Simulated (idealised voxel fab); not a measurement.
The process module that follows is named voxel released beams.
Displayed cross-section: cut, width of 215 nm, square cells sized 5 nm.
The cross-sections in this document take the form of a grid made of square cells. They are written out as bands, in order from top to bottom. Each band consists of one or more rows of cells. The entry gives the band's vertical extent as a top height and a bottom height in nm, then its horizontal make-up as materials from left to right, each with a width in nm. "blank" stands for empty space; a single material marked "full width" fills the band edge to edge. Note: height 0 marks the level under which the wafer is uniformly one material as received. Lowest band unbounded below, written "z 0 and below". The two numbers in a width such as "30..40" mark its ends across the band: the first belongs to the top row of cells, the second to the bottom row, and from each row to the next the width moves by the same amount. Where the words "no modification" appear for a step, the cross-section shows no cell changed by that step; every cell remained as before. "Fully sealed cavities" lists enclosed empty spaces (at least 8 cells, no open path upward to the top), each as width x height at distance from the left edge, in nm. On a step's line, text after the settings is the simulator commenting on that step. "overlay nm" answers the question of how far to the right of plan the mask lay on a step that has a mask, and when it is negative the answer is to the left.

-- The following list gives the planned process steps
1) RECEIVE | material Si
2) CONFORMAL_DEP | material SiN | thk nm 10
3) DIRECTIONAL_DEP | material SiO2 | thk nm 10
4) DIRECTIONAL_DEP | material aC | thk nm 10
5) PATTERN | tone open | mask id ANCHOR | material resist | width nm 40 | thk nm 25 | overlay nm 0
6) DIRECTIONAL_ETCH | etch materials aC | depth nm 10
7) STRIP | etch materials resist
8) DIRECTIONAL_ETCH | etch materials SiO2 | depth nm 10
9) STRIP | etch materials aC
10) CONFORMAL_DEP | material polySi | thk nm 15
11) MASKED_ETCH | tone cover | mask id BEAM | width nm 100 | etch materials polySi | depth nm 15 | overlay nm 0
12) STRIP | etch materials SiO2

-- As received (post step 1): cross-section
  z 0 and below | Si full width
  Fully sealed cavities: none

-- Run as planned - first of the two wafers cross-sectioned at the end of the module
  z 35 to 25 | 55 nm blank / 20 nm polySi / 10 nm blank / 70 nm polySi / 60 nm blank
  z 25 to 20 | 55 nm blank / 100 nm polySi / 60 nm blank
  z 20 to 10 | 60 nm blank / 40 nm polySi / 115 nm blank
  z 10 to 0 | SiN full width
  z 0 and below | Si full width
  Fully sealed cavities: none

-- Wafer two cross-section, module end. Start and plan unchanged from wafer one; one mistake made during the run
  z 35 to 25 | 55 nm blank / 20 nm polySi / 15 nm blank / 65 nm polySi / 60 nm blank
  z 25 to 20 | 55 nm blank / 100 nm polySi / 60 nm blank
  z 20 to 10 | 60 nm blank / 45 nm polySi / 110 nm blank
  z 10 to 0 | SiN full width
  z 0 and below | Si full width
  Fully sealed cavities: none
Here's what went sideways: heads up, step 5 didn't go per plan, it actually ran as PATTERN | tone open | mask id ANCHOR | material resist | width nm 45 | thk nm 25 | overlay nm 0
Upon completion, the cell count for each material on the second wafer equals that on the first, whereas the spatial distribution of those cells differs.
